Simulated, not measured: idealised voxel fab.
The process module presented herein is designated voxel lift off.
Xsec cut, 180 nm wide, square cell size 5 nm.
Bands, listed from the top down, are how a cross-section gets written in this document; the cross-section itself is a grid of square cells, and a band is one or more rows of them.
Quick guide to a band line: top height, bottom height (nm) up front; then every material left to right with its width in nm. Only one material and it's marked "throughout"? Then it fills the band edge to edge. And "blank" just means empty space.
Heights from 0 (as-received wafer is one material below). Bottom band endless downward, as "0 -> down".
A width such as "30 to 40" changes by the same amount from each row of cells to the next, from the band's top row to its bottom row.
Take "no change" at face value: in the step it is given for, the cross-section changed in none of its cells.
Closed-off voids of 8+ cells (no open route to the top) go in "Catalogued sealed voids", written width x height at distance from the left edge, in nm.
That trailing text on a step's line, after the settings, is the simulator's own remark on the step.
overlay nm: mask right of planned place by this much (step with mask). Neg. = left.

Plan:
1: RECEIVE: material Si
2: CONFORMAL_DEP: material Al2O3, thk nm 15
3: PATTERN: tone open, mask id LINES, material resist, width nm 25, pitch nm 50, thk nm 25, overlay nm 0
4: DIRECTIONAL_DEP: material Ru, thk nm 10
5: STRIP: etch materials resist
6: CONFORMAL_DEP: material SiN, thk nm 5

Cross-section of the wafer as it came to us, i.e., already through step 1:
    0 -> down | Si throughout
    Catalogued sealed voids: none

This is how the wafer looks in cross-section once the module is done, given the starting state and plan above and one mistake in carrying the plan out:
    30 -> 25 | blank: 40  SiN: 35  blank: 15  SiN: 35  blank: 55
    25 -> 20 | blank: 40  SiN: 5  Ru: 25  SiN: 5  blank: 15  SiN: 5  Ru: 25  SiN: 5  blank: 55
    20 -> 15 | SiN: 45  Ru: 25  SiN: 25  Ru: 25  SiN: 60
    15 -> 0 | Al2O3 throughout
    0 -> down | Si throughout
    Catalogued sealed voids: none
Against the plan, the run slipped here: note that step 3 departed from the planned setting and was carried out as PATTERN: tone open, mask id LINES, material resist, width nm 25, pitch nm 50, thk nm 25, overlay nm -5
